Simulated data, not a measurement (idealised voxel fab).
process module | voxel gate over fins
cross-section cut | 150 nm wide | cells 5 nm
A cross-section is a grid of square cells, given in bands from the top down. A band is one or more rows of cells.
Each band's line starts with the height of the band's top and of its bottom, in nm. Then come its materials from left to right, each with its width in nm. One material with "throughout" fills the band from edge to edge. "air" is empty space.
Height 0 is the level under which the wafer as received is all one material. The lowest band goes on downwards, as in "0 down".
A width such as "30 to 40" changes by the same amount from each row of cells to the next, from the band's top row to its bottom row.
"no change" after a step means that no cell of the cross-section changed.
closed voids: empty space of 8 cells or more with no open way to the top, each as width x height at its distance from the left edge, in nm
after a step's settings: what the simulator itself notes on the step
overlay nm, on a step with a mask: how far to the right of its planned place the mask lay; to the left if negative
plan
1 op RECEIVE | material Si
2 op CONFORMAL_DEP | material SiN | thk nm 5
3 op MASKED_ETCH | tone cover | mask id FINS | width nm 15 | pitch nm 60 | etch materials SiN | depth nm 5 | overlay nm 0
4 op MASKED_ETCH | tone cover | mask id FINS | width nm 15 | pitch nm 60 | etch materials Si | depth nm 40 | overlay nm 0
5 op OXIDIZE | depth nm 5
6 op FILL_DEP | material SiO2 | thk nm 5
7 op CMP | height nm 5
8 op DIRECTIONAL_DEP | material aC | thk nm 15
9 op PATTERN | tone open | mask id RAIL | material resist | width nm 15 | thk nm 35 | overlay nm 0
10 op DIRECTIONAL_ETCH | etch materials aC | depth nm 15
11 op STRIP | etch materials resist
12 op DIRECTIONAL_ETCH | etch materials SiO2 | depth nm 40
13 op STRIP | etch materials aC
14 op CONFORMAL_DEP | material TiN | thk nm 5
15 op FILL_DEP | material W | thk nm 10
16 op CMP | height nm 5
17 op SELECTIVE_ETCH | etch materials W Ru TiN | depth nm 25
18 op FILL_DEP | material SiO2 | thk nm 5
19 op CMP | height nm 5
20 op SELECTIVE_ETCH | etch materials SiO2 | depth nm 20
21 op STRIP | etch materials SiN
22 op CONFORMAL_DEP | material HfO2 | thk nm 5
23 op CONFORMAL_DEP | material TiN | thk nm 5
24 op FILL_DEP | material W | thk nm 10
25 op CMP | height nm 15
26 op CONFORMAL_DEP | material SiCN | thk nm 5
as received, after step 1
  0 down: Si throughout
  closed voids: none
first wafer at the end, as planned
  20 to 15: SiCN throughout
  15 to 10: W throughout
  10 to 5: W 30 | TiN 25 | W 35 | TiN 25 | W 35
  5 to 0: W 30 | TiN 5 | HfO2 15 | TiN 5 | W 35 | TiN 5 | HfO2 15 | TiN 5 | W 35
  0 to -5: W 30 | TiN 5 | HfO2 5 | Si 5 | HfO2 5 | TiN 5 | W 35 | TiN 5 | HfO2 5 | Si 5 | HfO2 5 | TiN 5 | W 35
  -5 to -10: TiN 35 | HfO2 5 | Si 5 | HfO2 5 | TiN 45 | HfO2 5 | Si 5 | HfO2 5 | TiN 40
  -10 to -15: HfO2 40 | Si 5 | HfO2 55 | Si 5 | HfO2 45
  -15 to -20: SiO2 40 | Si 5 | SiO2 55 | Si 5 | SiO2 45
  -20 to -30: SiO2 40 | Si 5 | SiO2 20 | TiN 5 | W 5 | TiN 5 | SiO2 20 | Si 5 | SiO2 45
  -30 to -35: SiO2 40 | Si 5 | SiO2 20 | TiN 15 | SiO2 20 | Si 5 | SiO2 45
  -35 to -45: SiO2 40 | Si 5 | SiO2 55 | Si 5 | SiO2 45
  -45 down: Si throughout
  closed voids: none
second wafer at the end: like start, like plan, one mistake
  20 to 15: SiCN throughout
  15 to 10: W throughout
  10 to 5: W 30 | TiN 25 | W 35 | TiN 25 | W 35
  5 to 0: W 30 | TiN 5 | HfO2 15 | TiN 5 | W 35 | TiN 5 | HfO2 15 | TiN 5 | W 35
  0 to -5: W 30 | TiN 5 | HfO2 5 | Si 5 | HfO2 5 | TiN 5 | W 35 | TiN 5 | HfO2 5 | Si 5 | HfO2 5 | TiN 5 | W 35
  -5 to -10: TiN 35 | HfO2 5 | Si 5 | HfO2 5 | TiN 45 | HfO2 5 | Si 5 | HfO2 5 | TiN 40
  -10 to -15: HfO2 40 | Si 5 | HfO2 55 | Si 5 | HfO2 45
  -15 to -20: SiO2 40 | Si 5 | SiO2 55 | Si 5 | SiO2 45
  -20 to -30: SiO2 40 | Si 5 | SiO2 20 | TiN 5 | W 10 | TiN 5 | SiO2 15 | Si 5 | SiO2 45
  -30 to -35: SiO2 40 | Si 5 | SiO2 20 | TiN 20 | SiO2 15 | Si 5 | SiO2 45
  -35 to -45: SiO2 40 | Si 5 | SiO2 55 | Si 5 | SiO2 45
  -45 down: Si throughout
  closed voids: none
what went wrong: step 9 ran as: op PATTERN | tone open | mask id RAIL | material resist | width nm 20 | thk nm 35 | overlay nm 0
at the end the second wafer has, in cells: 3 fewer of SiO2 | 1 more of TiN | 2 more of W
